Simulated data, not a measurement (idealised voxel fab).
Process module in this document: voxel spacer lines
Shown is cross-section cut, with a width of 210 nm and square cells of size 5 nm.
This document writes a cross-section as a grid whose cells are square, and gives it as bands, listed from the top down; one or more rows of cells form a band.
First you get the band's top height and its bottom height, in nm, and then the materials it's made of, left to right, with each width in nm. If you see a single material with "throughout", that one covers the band edge to edge. "empty" is empty space.
It should be noted that heights are counted from 0, beneath which the wafer as supplied is of one material throughout, and that the lowest band possesses no lower boundary but continues downward, as written in "top 0, no bottom".
With a width like "30->40", each row of cells in the band differs from the next by the same amount, the top row carrying the first number and the bottom row the second.
"nothing was modified" (step): cross-section cells unchanged, all of them.
"Completely enclosed voids" contains a list of empty spaces, each no smaller than 8 cells and without an open way to the top, written in the form width x height at distance with the distance from the left edge and all three in nm.
If you see something after the settings on a step's line, that's the simulator's own remark about that step.
Steps that use a mask can have "overlay nm" on their line. It says how far the mask sat to the right of where it was meant to be. Negative means to the left.
## Listed below are the process steps as planned
1) RECEIVE: material Si
2) CONFORMAL_DEP: material Al2O3, thk nm 5
3) DIRECTIONAL_DEP: material polySi, thk nm 20
4) DIRECTIONAL_DEP: material aC, thk nm 30
5) PATTERN: tone cover, mask id MANDREL, material resist, width nm 25, pitch nm 70, thk nm 40, overlay nm 0
6) DIRECTIONAL_ETCH: etch materials aC, depth nm 30
7) STRIP: etch materials resist
8) CONFORMAL_DEP: material SiN, thk nm 10
9) DIRECTIONAL_ETCH: etch materials SiN, depth nm 5
10) STRIP: etch materials aC
11) DIRECTIONAL_ETCH: etch materials polySi, depth nm 20
12) STRIP: etch materials SiN
13) FILL_DEP: material SiO2, thk nm 5
14) CMP: height nm 25
The plan shows the depth nm of step 9 as the first wafer had it; this setting differs between the wafers, which start out alike.
## Cross-section, first of several wafers, as delivered after step 1
> top 0, no bottom | Si throughout
> Completely enclosed voids: none
## Below, a row for every wafer. Read it as the end-of-module picture: for each material the wafer shows its cells gained (+) or lost (-) since it was received, and then its closed voids
depth nm 5, +42 Al2O3, +168 polySi, Completely enclosed voids: none
depth nm 10, +42 Al2O3, +136 SiO2, +32 polySi, Completely enclosed voids: none
depth nm 15, +42 Al2O3, +136 SiO2, +32 polySi, Completely enclosed voids: none
depth nm 20, +42 Al2O3, +136 SiO2, +32 polySi, Completely enclosed voids: none
depth nm 25, +42 Al2O3, +136 SiO2, +32 polySi, Completely enclosed voids: none
